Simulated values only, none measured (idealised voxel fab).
process module | voxel fin reveal
cross-section cut | 300 nm wide | cells 5 nm
A cross-section is a grid of square cells, given in bands from the top down. A band is one or more rows of cells.
Each band's line starts with the height of the band's top and of its bottom, in nm. Then come its materials from left to right, each with its width in nm. One material with "throughout" fills the band from edge to edge. "air" is empty space.
Height 0 is the level under which the wafer as received is all one material. The lowest band goes on downwards, as in "0 down".
A width such as "30 to 40" changes by the same amount from each row of cells to the next, from the band's top row to its bottom row.
"no change" after a step means that no cell of the cross-section changed.
closed voids: empty space of 8 cells or more with no open way to the top, each as width x height at its distance from the left edge, in nm
after a step's settings: what the simulator itself notes on the step
overlay nm, on a step with a mask: how far to the right of its planned place the mask lay; to the left if negative
plan
1 op RECEIVE | material Si
2 op CONFORMAL_DEP | material SiN | thk nm 10
3 op PATTERN | tone cover | mask id FINS | material resist | width nm 15 | pitch nm 35 | thk nm 20 | overlay nm 0
4 op DIRECTIONAL_ETCH | etch materials SiN | depth nm 10
5 op DIRECTIONAL_ETCH | etch materials Si | depth nm 35
6 op STRIP | etch materials resist
7 op OXIDIZE | depth nm 5
8 op FILL_DEP | material SiO2 | thk nm 15
9 op CMP | height nm 0
10 op SELECTIVE_ETCH | etch materials SiO2 | depth nm 25
11 op STRIP | etch materials SiN
varied across the wafers: height nm of step 9. The plan shows the first wafer's value. All wafers start alike
first wafer as received, after step 1
  0 down: Si throughout
  closed voids: none
each wafer at the end: cells of each material gained (+) or lost (-) since it was received, then its closed voids
height nm 0 | -464 Si | +174 SiO2 | closed voids: none
height nm 5 | -464 Si | +232 SiO2 | closed voids: none
height nm 10 | -464 Si | +290 SiO2 | closed voids: none
height nm 15 | -464 Si | +348 SiO2 | closed voids: none
height nm 20 | -464 Si | +406 SiO2 | closed voids: none
height nm 25 | -464 Si | +464 SiO2 | closed voids: none
